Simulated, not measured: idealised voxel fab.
Process module heading - voxel wiring stack
The cross-section on display is named cut; it measures 260 nm wide, and its cells are 5 nm squares.
Heads up, the way a cross-section reads in here is a grid of square cells, handed over as bands from the top down, with every band being one or more rows of cells. It is stipulated that each band's entry specify, in nanometres, the height of the top of the band and then that of its bottom, followed by the materials of the band in left-to-right sequence, each together with its width in nanometres. A single material marked by the word "full width" is understood to fill the band from edge to edge; the word "empty" is understood to denote empty space. Height 0 is the level under which the wafer as received is all one material. The lowest band goes on downwards, as in "0..down". Per-row width for "30..40": begins at first number (top row of band), ends at second number (bottom row), increment between rows held constant. Given "everything unchanged" for a step, no cell of the cross-section differs between before and after that step. "Closed cavities": empty spaces of 8 cells or more with no open way to the top, each given as width x height at distance, distance from the left edge, all in nm. That trailing text on a step's line, after the settings, is the simulator's own remark on the step. overlay nm, on a step with a mask: how far to the right of its planned place the mask lay; to the left if negative.
# Set out below are the planned steps of the process
1) RECEIVE,material Si
2) CONFORMAL_DEP,material SiO2,thk nm 15
3) DIRECTIONAL_DEP,material TiN,thk nm 5
4) DIRECTIONAL_DEP,material W,thk nm 25
5) MASKED_ETCH,tone cover,mask id METAL_1,width nm 30,pitch nm 55,etch materials W,depth nm 25,overlay nm 0
6) MASKED_ETCH,tone cover,mask id METAL_1,width nm 30,pitch nm 55,etch materials TiN,depth nm 5,overlay nm 0
7) FILL_DEP,material lowk,thk nm 5
8) CMP,height nm 45
9) CONFORMAL_DEP,material SiCN,thk nm 5
10) DIRECTIONAL_DEP,material lowk,thk nm 10
11) MASKED_ETCH,tone open,mask id PLUG_1,width nm 15,etch materials lowk,depth nm 10,overlay nm 0
12) MASKED_ETCH,tone open,mask id PLUG_1,width nm 15,etch materials SiCN,depth nm 5,overlay nm 0
13) EPI,material Ru,thk nm 10
14) EPI,material Ru,thk nm 5
15) DIRECTIONAL_DEP,material TiN,thk nm 5
16) DIRECTIONAL_DEP,material W,thk nm 15
17) PATTERN,tone cover,mask id METAL_2,material resist,width nm 30,pitch nm 55,thk nm 15,overlay nm 0
18) DIRECTIONAL_ETCH,etch materials W,depth nm 15
19) DIRECTIONAL_ETCH,etch materials TiN,depth nm 5
20) STRIP,etch materials resist
21) FILL_DEP,material lowk,thk nm 10
22) CMP,height nm 80
23) CONFORMAL_DEP,material SiCN,thk nm 5
24) DIRECTIONAL_DEP,material lowk,thk nm 15
25) PATTERN,tone open,mask id PLUG_2,material resist,width nm 15,pitch nm 55,thk nm 20,overlay nm 0
26) DIRECTIONAL_ETCH,etch materials lowk,depth nm 15
27) DIRECTIONAL_ETCH,etch materials SiCN,depth nm 5
28) STRIP,etch materials resist
29) EPI,material Ru,thk nm 10
30) EPI,material Ru,thk nm 10
31) CONFORMAL_DEP,material SiCN,thk nm 5
32) DIRECTIONAL_DEP,material lowk,thk nm 20
33) DIRECTIONAL_DEP,material aC,thk nm 10
34) PATTERN,tone open,mask id METAL_3,material resist,width nm 30,pitch nm 55,thk nm 25,overlay nm 0
35) DIRECTIONAL_ETCH,etch materials aC,depth nm 10
36) STRIP,etch materials resist
37) DIRECTIONAL_ETCH,etch materials lowk,depth nm 20
38) DIRECTIONAL_ETCH,etch materials SiCN,depth nm 5
39) STRIP,etch materials aC
40) CONFORMAL_DEP,material TiN,thk nm 5
41) FILL_DEP,material Ru,thk nm 10
42) CMP,height nm 125
43) CONFORMAL_DEP,material SiCN,thk nm 5
44) DIRECTIONAL_DEP,material SiO2,thk nm 10
45) MASKED_ETCH,tone open,mask id PLUG_3,width nm 15,pitch nm 55,etch materials SiO2,depth nm 10,overlay nm 0
46) MASKED_ETCH,tone open,mask id PLUG_3,width nm 15,pitch nm 55,etch materials SiCN,depth nm 5,overlay nm 0
47) CONFORMAL_DEP,material TiN,thk nm 5
48) FILL_DEP,material W,thk nm 10
49) CMP,height nm 140
50) CONFORMAL_DEP,material SiN,thk nm 5
51) DIRECTIONAL_DEP,material SiO2,thk nm 20
52) PATTERN,tone open,mask id METAL_4,material resist,width nm 30,pitch nm 55,thk nm 20,overlay nm 0
53) DIRECTIONAL_ETCH,etch materials SiO2,depth nm 20
54) DIRECTIONAL_ETCH,etch materials SiN,depth nm 5
55) STRIP,etch materials resist
56) CONFORMAL_DEP,material TiN,thk nm 5
57) FILL_DEP,material Cu,thk nm 10
58) CMP,height nm 165
59) EPI,material Ru,thk nm 5
60) FILL_DEP,material SiCN,thk nm 5
# Below: the first of two wafers, run as planned
# Wafer cross-section on receipt, i.e. after step 1
> 0..down: Si full width
> Closed cavities: none
# Wafer after step 2 (cross-section)
> 15..0: SiO2 full width
> Under the height 0 nothing was changed.
# Wafer after step 3 (cross-section)
> 20..15: TiN full width
> Under the height 15 nothing was changed.
# Wafer after step 4 (cross-section)
> 45..20: W full width
> Under the height 20 nothing was changed.
# Wafer after step 5 (cross-section)
> 45..20: 85 empty  30 W  25 empty  30 W  90 empty
> Under the height 20 nothing was changed.
# Wafer after step 6 (cross-section)
> 45..20: 85 empty  30 W  25 empty  30 W  90 empty
> 20..15: 85 empty  30 TiN  25 empty  30 TiN  90 empty
> Under the height 15 nothing was changed.
# Wafer after step 7 (cross-section)
> 50..45: lowk full width
> 45..20: 85 lowk  30 W  25 lowk  30 W  90 lowk
> 20..15: 85 lowk  30 TiN  25 lowk  30 TiN  90 lowk
> Under the height 15 nothing was changed.
# Wafer after step 8 (cross-section)
> 45..20: 85 lowk  30 W  25 lowk  30 W  90 lowk
> Under the height 20 nothing was changed.
# Wafer after step 9 (cross-section)
> 50..45: SiCN full width
> Under the height 45 nothing was changed.
# Wafer after step 10 (cross-section)
> 60..50: lowk full width
> Under the height 50 nothing was changed.
# Wafer after step 11 (cross-section)
> 60..50: 85 lowk  15 empty  160 lowk
> Under the height 50 nothing was changed.
# Wafer after step 12 (cross-section)
> 60..50: 85 lowk  15 empty  160 lowk
> 50..45: 85 SiCN  15 empty  160 SiCN
> Under the height 45 nothing was changed.
# Wafer after step 13 (cross-section)
> 60..55: 85 lowk  15 empty  160 lowk
> 55..50: 85 lowk  15 Ru  160 lowk
> 50..45: 85 SiCN  15 Ru  160 SiCN
> Under the height 45 nothing was changed.
# Wafer after step 14 (cross-section)
> 60..50: 85 lowk  15 Ru  160 lowk
> Under the height 50 nothing was changed.
# Wafer after step 15 (cross-section)
> 65..60: TiN full width
> Under the height 60 nothing was changed.
# Wafer after step 16 (cross-section)
> 80..65: W full width
> Under the height 65 nothing was changed.
# Wafer after step 17 (cross-section)
> 95..80: 85 empty  30 resist  25 empty  30 resist  90 empty
> Under the height 80 nothing was changed.
# Wafer after step 18 (cross-section)
> 95..80: 85 empty  30 resist  25 empty  30 resist  90 empty
> 80..65: 85 empty  30 W  25 empty  30 W  90 empty
> Under the height 65 nothing was changed.
# Wafer after step 19 (cross-section)
> 95..80: 85 empty  30 resist  25 empty  30 resist  90 empty
> 80..65: 85 empty  30 W  25 empty  30 W  90 empty
> 65..60: 85 empty  30 TiN  25 empty  30 TiN  90 empty
> Under the height 60 nothing was changed.
# Wafer after step 20 (cross-section)
> 80..65: 85 empty  30 W  25 empty  30 W  90 empty
> Under the height 65 nothing was changed.
# Wafer after step 21 (cross-section)
> 90..80: lowk full width
> 80..65: 85 lowk  30 W  25 lowk  30 W  90 lowk
> 65..60: 85 lowk  30 TiN  25 lowk  30 TiN  90 lowk
> Under the height 60 nothing was changed.
# Wafer after step 22 (cross-section)
> 80..65: 85 lowk  30 W  25 lowk  30 W  90 lowk
> Under the height 65 nothing was changed.
# Wafer after step 23 (cross-section)
> 85..80: SiCN full width
> Under the height 80 nothing was changed.
# Wafer after step 24 (cross-section)
> 100..85: lowk full width
> Under the height 85 nothing was changed.
# Wafer after step 25 (cross-section)
> 120..100: 85 resist  15 empty  40 resist  15 empty  105 resist
> Under the height 100 nothing was changed.
# Wafer after step 26 (cross-section)
> 120..100: 85 resist  15 empty  40 resist  15 empty  105 resist
> 100..85: 85 lowk  15 empty  40 lowk  15 empty  105 lowk
> Under the height 85 nothing was changed.
# Wafer after step 27 (cross-section)
> 120..100: 85 resist  15 empty  40 resist  15 empty  105 resist
> 100..85: 85 lowk  15 empty  40 lowk  15 empty  105 lowk
> 85..80: 85 SiCN  15 empty  40 SiCN  15 empty  105 SiCN
> Under the height 80 nothing was changed.
# Wafer after step 28 (cross-section)
> 100..85: 85 lowk  15 empty  40 lowk  15 empty  105 lowk
> Under the height 85 nothing was changed.
# Wafer after step 29 (cross-section)
> 100..90: 85 lowk  15 empty  40 lowk  15 empty  105 lowk
> 90..85: 85 lowk  15 Ru  40 lowk  15 Ru  105 lowk
> 85..80: 85 SiCN  15 Ru  40 SiCN  15 Ru  105 SiCN
> Under the height 80 nothing was changed.
# Wafer after step 30 (cross-section)
> 100..85: 85 lowk  15 Ru  40 lowk  15 Ru  105 lowk
> Under the height 85 nothing was changed.
# Wafer after step 31 (cross-section)
> 105..100: SiCN full width
> Under the height 100 nothing was changed.
# Wafer after step 32 (cross-section)
> 125..105: lowk full width
> Under the height 105 nothing was changed.
# Wafer after step 33 (cross-section)
> 135..125: aC full width
> Under the height 125 nothing was changed.
# Wafer after step 34 (cross-section)
> 160..135: 85 resist  30 empty  25 resist  30 empty  90 resist
> Under the height 135 nothing was changed.
# Wafer after step 35 (cross-section)
> 150..135: 85 resist  30 empty  25 resist  30 empty  90 resist
> 135..125: 85 aC  30 empty  25 aC  30 empty  90 aC
> Under the height 125 nothing was changed.
# Wafer after step 36 (cross-section)
> 135..125: 85 aC  30 empty  25 aC  30 empty  90 aC
> Under the height 125 nothing was changed.
# Wafer after step 37 (cross-section)
> 135..125: 85 aC  30 empty  25 aC  30 empty  90 aC
> 125..105: 85 lowk  30 empty  25 lowk  30 empty  90 lowk
> Under the height 105 nothing was changed.
# Wafer after step 38 (cross-section)
> 135..125: 85 aC  30 empty  25 aC  30 empty  90 aC
> 125..105: 85 lowk  30 empty  25 lowk  30 empty  90 lowk
> 105..100: 85 SiCN  30 empty  25 SiCN  30 empty  90 SiCN
> Under the height 100 nothing was changed.
# Wafer after step 39 (cross-section)
> 125..105: 85 lowk  30 empty  25 lowk  30 empty  90 lowk
> Under the height 105 nothing was changed.
# Wafer after step 40 (cross-section)
> 130..125: 90 TiN  20 empty  35 TiN  20 empty  95 TiN
> 125..105: 85 lowk  5 TiN  20 empty  5 TiN  25 lowk  5 TiN  20 empty  5 TiN  90 lowk
> 105..100: 85 SiCN  30 TiN  25 SiCN  30 TiN  90 SiCN
> Under the height 100 nothing was changed.
# Wafer after step 41 (cross-section)
> 140..130: Ru full width
> 130..125: 90 TiN  20 Ru  35 TiN  20 Ru  95 TiN
> 125..105: 85 lowk  5 TiN  20 Ru  5 TiN  25 lowk  5 TiN  20 Ru  5 TiN  90 lowk
> Under the height 105 nothing was changed.
# Wafer after step 42 (cross-section)
> 125..105: 85 lowk  5 TiN  20 Ru  5 TiN  25 lowk  5 TiN  20 Ru  5 TiN  90 lowk
> Under the height 105 nothing was changed.
# Wafer after step 43 (cross-section)
> 130..125: SiCN full width
> Under the height 125 nothing was changed.
# Wafer after step 44 (cross-section)
> 140..130: SiO2 full width
> Under the height 130 nothing was changed.
# Wafer after step 45 (cross-section)
> 140..130: 85 SiO2  15 empty  40 SiO2  15 empty  105 SiO2
> Under the height 130 nothing was changed.
# Wafer after step 46 (cross-section)
> 140..130: 85 SiO2  15 empty  40 SiO2  15 empty  105 SiO2
> 130..125: 85 SiCN  15 empty  40 SiCN  15 empty  105 SiCN
> Under the height 125 nothing was changed.
# Wafer after step 47 (cross-section)
> 145..140: 90 TiN  5 empty  50 TiN  5 empty  110 TiN
> 140..130: 85 SiO2  5 TiN  5 empty  5 TiN  40 SiO2  5 TiN  5 empty  5 TiN  105 SiO2
> 130..125: 85 SiCN  15 TiN  40 SiCN  15 TiN  105 SiCN
> Under the height 125 nothing was changed.
# Wafer after step 48 (cross-section)
> 155..145: W full width
> 145..140: 90 TiN  5 W  50 TiN  5 W  110 TiN
> 140..130: 85 SiO2  5 TiN  5 W  5 TiN  40 SiO2  5 TiN  5 W  5 TiN  105 SiO2
> Under the height 130 nothing was changed.
# Wafer after step 49 (cross-section)
> 140..130: 85 SiO2  5 TiN  5 W  5 TiN  40 SiO2  5 TiN  5 W  5 TiN  105 SiO2
> Under the height 130 nothing was changed.
# Wafer after step 50 (cross-section)
> 145..140: SiN full width
> Under the height 140 nothing was changed.
# Wafer after step 51 (cross-section)
> 165..145: SiO2 full width
> Under the height 145 nothing was changed.
# Wafer after step 52 (cross-section)
> 185..165: 85 resist  30 empty  25 resist  30 empty  90 resist
> Under the height 165 nothing was changed.
# Wafer after step 53 (cross-section)
> 185..165: 85 resist  30 empty  25 resist  30 empty  90 resist
> 165..145: 85 SiO2  30 empty  25 SiO2  30 empty  90 SiO2
> Under the height 145 nothing was changed.
# Wafer after step 54 (cross-section)
> 185..165: 85 resist  30 empty  25 resist  30 empty  90 resist
> 165..145: 85 SiO2  30 empty  25 SiO2  30 empty  90 SiO2
> 145..140: 85 SiN  30 empty  25 SiN  30 empty  90 SiN
> Under the height 140 nothing was changed.
# Wafer after step 55 (cross-section)
> 165..145: 85 SiO2  30 empty  25 SiO2  30 empty  90 SiO2
> Under the height 145 nothing was changed.
# Wafer after step 56 (cross-section)
> 170..165: 90 TiN  20 empty  35 TiN  20 empty  95 TiN
> 165..145: 85 SiO2  5 TiN  20 empty  5 TiN  25 SiO2  5 TiN  20 empty  5 TiN  90 SiO2
> 145..140: 85 SiN  30 TiN  25 SiN  30 TiN  90 SiN
> Under the height 140 nothing was changed.
# Wafer after step 57 (cross-section)
> 180..170: Cu full width
> 170..165: 90 TiN  20 Cu  35 TiN  20 Cu  95 TiN
> 165..145: 85 SiO2  5 TiN  20 Cu  5 TiN  25 SiO2  5 TiN  20 Cu  5 TiN  90 SiO2
> Under the height 145 nothing was changed.
# Wafer after step 58 (cross-section)
> 165..145: 85 SiO2  5 TiN  20 Cu  5 TiN  25 SiO2  5 TiN  20 Cu  5 TiN  90 SiO2
> Under the height 145 nothing was changed.
# Wafer after step 59 (cross-section)
> 170..165: 80 empty  40 Ru  15 empty  40 Ru  85 empty
> Under the height 165 nothing was changed.
# Wafer after step 60 (cross-section)
> 175..170: SiCN full width
> 170..165: 80 SiCN  40 Ru  15 SiCN  40 Ru  85 SiCN
> Under the height 165 nothing was changed.
# For the second wafer, take the first wafer's start and plan, then add one mistake made in running it; everything through step 20, that step included, is shared with the first
# when step 21 should have ended
> 90..80: Ru full width
> 80..65: 85 Ru  30 W  25 Ru  30 W  90 Ru
> 65..60: 85 Ru  30 TiN  25 Ru  30 TiN  90 Ru
> Under the height 60 nothing was changed.
# when step 22 should have ended
> 80..65: 85 Ru  30 W  25 Ru  30 W  90 Ru
> Under the height 65 nothing was changed.
# when step 23 should have ended
> 85..80: SiCN full width
> Under the height 80 nothing was changed.
# when step 24 should have ended
> 100..85: lowk full width
> Under the height 85 nothing was changed.
# when step 25 should have ended
> 120..100: 85 resist  15 empty  40 resist  15 empty  105 resist
> Under the height 100 nothing was changed.
# when step 26 should have ended
> 120..100: 85 resist  15 empty  40 resist  15 empty  105 resist
> 100..85: 85 lowk  15 empty  40 lowk  15 empty  105 lowk
> Under the height 85 nothing was changed.
# when step 27 should have ended
> 120..100: 85 resist  15 empty  40 resist  15 empty  105 resist
> 100..85: 85 lowk  15 empty  40 lowk  15 empty  105 lowk
> 85..80: 85 SiCN  15 empty  40 SiCN  15 empty  105 SiCN
> Under the height 80 nothing was changed.
# when step 28 should have ended
> 100..85: 85 lowk  15 empty  40 lowk  15 empty  105 lowk
> Under the height 85 nothing was changed.
# when step 29 should have ended
> 100..90: 85 lowk  15 empty  40 lowk  15 empty  105 lowk
> 90..85: 85 lowk  15 Ru  40 lowk  15 Ru  105 lowk
> 85..80: 85 SiCN  15 Ru  40 SiCN  15 Ru  105 SiCN
> Under the height 80 nothing was changed.
# when step 30 should have ended
> 100..85: 85 lowk  15 Ru  40 lowk  15 Ru  105 lowk
> Under the height 85 nothing was changed.
# when step 31 should have ended
> 105..100: SiCN full width
> Under the height 100 nothing was changed.
# when step 32 should have ended
> 125..105: lowk full width
> Under the height 105 nothing was changed.
# when step 33 should have ended
> 135..125: aC full width
> Under the height 125 nothing was changed.
# when step 34 should have ended
> 160..135: 85 resist  30 empty  25 resist  30 empty  90 resist
> Under the height 135 nothing was changed.
# when step 35 should have ended
> 150..135: 85 resist  30 empty  25 resist  30 empty  90 resist
> 135..125: 85 aC  30 empty  25 aC  30 empty  90 aC
> Under the height 125 nothing was changed.
# when step 36 should have ended
> 135..125: 85 aC  30 empty  25 aC  30 empty  90 aC
> Under the height 125 nothing was changed.
# when step 37 should have ended
> 135..125: 85 aC  30 empty  25 aC  30 empty  90 aC
> 125..105: 85 lowk  30 empty  25 lowk  30 empty  90 lowk
> Under the height 105 nothing was changed.
# when step 38 should have ended
> 135..125: 85 aC  30 empty  25 aC  30 empty  90 aC
> 125..105: 85 lowk  30 empty  25 lowk  30 empty  90 lowk
> 105..100: 85 SiCN  30 empty  25 SiCN  30 empty  90 SiCN
> Under the height 100 nothing was changed.
# when step 39 should have ended
> 125..105: 85 lowk  30 empty  25 lowk  30 empty  90 lowk
> Under the height 105 nothing was changed.
# when step 40 should have ended
> 130..125: 90 TiN  20 empty  35 TiN  20 empty  95 TiN
> 125..105: 85 lowk  5 TiN  20 empty  5 TiN  25 lowk  5 TiN  20 empty  5 TiN  90 lowk
> 105..100: 85 SiCN  30 TiN  25 SiCN  30 TiN  90 SiCN
> Under the height 100 nothing was changed.
# when step 41 should have ended
> 140..130: Ru full width
> 130..125: 90 TiN  20 Ru  35 TiN  20 Ru  95 TiN
> 125..105: 85 lowk  5 TiN  20 Ru  5 TiN  25 lowk  5 TiN  20 Ru  5 TiN  90 lowk
> Under the height 105 nothing was changed.
# when step 42 should have ended
> 125..105: 85 lowk  5 TiN  20 Ru  5 TiN  25 lowk  5 TiN  20 Ru  5 TiN  90 lowk
> Under the height 105 nothing was changed.
# when step 43 should have ended
> 130..125: SiCN full width
> Under the height 125 nothing was changed.
# when step 44 should have ended
> 140..130: SiO2 full width
> Under the height 130 nothing was changed.
# when step 45 should have ended
> 140..130: 85 SiO2  15 empty  40 SiO2  15 empty  105 SiO2
> Under the height 130 nothing was changed.
# when step 46 should have ended
> 140..130: 85 SiO2  15 empty  40 SiO2  15 empty  105 SiO2
> 130..125: 85 SiCN  15 empty  40 SiCN  15 empty  105 SiCN
> Under the height 125 nothing was changed.
# when step 47 should have ended
> 145..140: 90 TiN  5 empty  50 TiN  5 empty  110 TiN
> 140..130: 85 SiO2  5 TiN  5 empty  5 TiN  40 SiO2  5 TiN  5 empty  5 TiN  105 SiO2
> 130..125: 85 SiCN  15 TiN  40 SiCN  15 TiN  105 SiCN
> Under the height 125 nothing was changed.
# when step 48 should have ended
> 155..145: W full width
> 145..140: 90 TiN  5 W  50 TiN  5 W  110 TiN
> 140..130: 85 SiO2  5 TiN  5 W  5 TiN  40 SiO2  5 TiN  5 W  5 TiN  105 SiO2
> Under the height 130 nothing was changed.
# when step 49 should have ended
> 140..130: 85 SiO2  5 TiN  5 W  5 TiN  40 SiO2  5 TiN  5 W  5 TiN  105 SiO2
> Under the height 130 nothing was changed.
# when step 50 should have ended
> 145..140: SiN full width
> Under the height 140 nothing was changed.
# when step 51 should have ended
> 165..145: SiO2 full width
> Under the height 145 nothing was changed.
# when step 52 should have ended
> 185..165: 85 resist  30 empty  25 resist  30 empty  90 resist
> Under the height 165 nothing was changed.
# when step 53 should have ended
> 185..165: 85 resist  30 empty  25 resist  30 empty  90 resist
> 165..145: 85 SiO2  30 empty  25 SiO2  30 empty  90 SiO2
> Under the height 145 nothing was changed.
# when step 54 should have ended
> 185..165: 85 resist  30 empty  25 resist  30 empty  90 resist
> 165..145: 85 SiO2  30 empty  25 SiO2  30 empty  90 SiO2
> 145..140: 85 SiN  30 empty  25 SiN  30 empty  90 SiN
> Under the height 140 nothing was changed.
# when step 55 should have ended
> 165..145: 85 SiO2  30 empty  25 SiO2  30 empty  90 SiO2
> Under the height 145 nothing was changed.
# when step 56 should have ended
> 170..165: 90 TiN  20 empty  35 TiN  20 empty  95 TiN
> 165..145: 85 SiO2  5 TiN  20 empty  5 TiN  25 SiO2  5 TiN  20 empty  5 TiN  90 SiO2
> 145..140: 85 SiN  30 TiN  25 SiN  30 TiN  90 SiN
> Under the height 140 nothing was changed.
# when step 57 should have ended
> 180..170: Cu full width
> 170..165: 90 TiN  20 Cu  35 TiN  20 Cu  95 TiN
> 165..145: 85 SiO2  5 TiN  20 Cu  5 TiN  25 SiO2  5 TiN  20 Cu  5 TiN  90 SiO2
> Under the height 145 nothing was changed.
# when step 58 should have ended
> 165..145: 85 SiO2  5 TiN  20 Cu  5 TiN  25 SiO2  5 TiN  20 Cu  5 TiN  90 SiO2
> Under the height 145 nothing was changed.
# when step 59 should have ended
> 170..165: 80 empty  40 Ru  15 empty  40 Ru  85 empty
> Under the height 165 nothing was changed.
# when step 60 should have ended
> 175..170: SiCN full width
> 170..165: 80 SiCN  40 Ru  15 SiCN  40 Ru  85 SiCN
> Under the height 165 nothing was changed.
Which mistake was made when the wafer was run? contrary to plan, step 21 was performed as FILL_DEP,material Ru,thk nm 10
Heads up, by the end the second wafer has more or fewer cells of some materials compared to the first: Ru +160, lowk -160
